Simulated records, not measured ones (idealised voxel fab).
The following is a process module called voxel gate over fins.
Each square cell in cross-section cut measures 5 nm, and the section as a whole is 280 nm wide.
If you're reading a cross-section in this doc, picture square cells in a grid; it comes to you as bands, top ones listed first down to the bottom, and a band can be one or more rows of cells. Top height, bottom height, nm. Materials left to right, width each, nm. Single material + "full width" = fills band edge to edge. "empty" = empty. Height reference: 0 = level under which incoming wafer is all one material. Lowest band: no bottom, runs on downward, e.g. "top 0, no bottom". A two-number width, for instance "30->40", indicates that the width is equal to the first number in the top row of the band and to the second number in the bottom row, and that it changes by a constant amount per row of cells. "all unchanged" (step): cross-section cells unchanged, all of them. So "Closed cavity list" is basically the list of trapped voids: any empty space of 8 cells or more that can't reach the top through an opening. They're written width x height at distance, the distance being from the left edge, and it's all nm. Post-settings text on a step line: simulator's own remark regarding the step. overlay nm: where the mask lay relative to plan, measured to the right, on steps with a mask; negatives go left.
THE STEPS PLANNED FOR THE PROCESS ARE AS FOLLOWS
| 1 | RECEIVE (material Si) |
| 2 | CONFORMAL_DEP (material SiN; thk nm 5) |
| 3 | PATTERN (tone cover; mask id FINS; material resist; width nm 15; pitch nm 45; thk nm 20; overlay nm 0) |
| 4 | DIRECTIONAL_ETCH (etch materials SiN; depth nm 5) |
| 5 | DIRECTIONAL_ETCH (etch materials Si; depth nm 35) |
| 6 | STRIP (etch materials resist) |
| 7 | FILL_DEP (material SiO2; thk nm 15) |
| 8 | CMP (height nm 5) |
| 9 | SELECTIVE_ETCH (etch materials SiO2; depth nm 20) |
| 10 | STRIP (etch materials SiN) |
| 11 | CONFORMAL_DEP (material HfO2; thk nm 5) |
| 12 | CONFORMAL_DEP (material TiN; thk nm 5) |
| 13 | CONFORMAL_DEP (material TiAl; thk nm 5) |
| 14 | CONFORMAL_DEP (material TiN; thk nm 5) |
| 15 | FILL_DEP (material W; thk nm 10) |
| 16 | CMP (height nm 25) |
| 17 | CONFORMAL_DEP (material SiN; thk nm 10) |
CROSS-SECTION OF THE INCOMING WAFER, STATE AFTER STEP 1
	top 0, no bottom = Si full width
	Closed cavity list: none
WHAT THE WAFER LOOKS LIKE IN CROSS-SECTION AFTER THIS MODULE, WHEN IT STARTS AS SHOWN ABOVE AND FOLLOWS THE PLAN ABOVE BUT ONE MISTAKE IS MADE IN RUNNING IT
	top 35, bottom 25 = SiN full width
	top 25, bottom 20 = TiN full width
	top 20, bottom 15 = TiAl full width
	top 15, bottom 10 = TiN full width
	top 10, bottom 0 = HfO2 full width
	top 0, no bottom = Si full width
	Closed cavity list: none
What was done differently from what was planned? step 2: run off-plan, actual operation and settings CONFORMAL_DEP (material HfO2; thk nm 5)
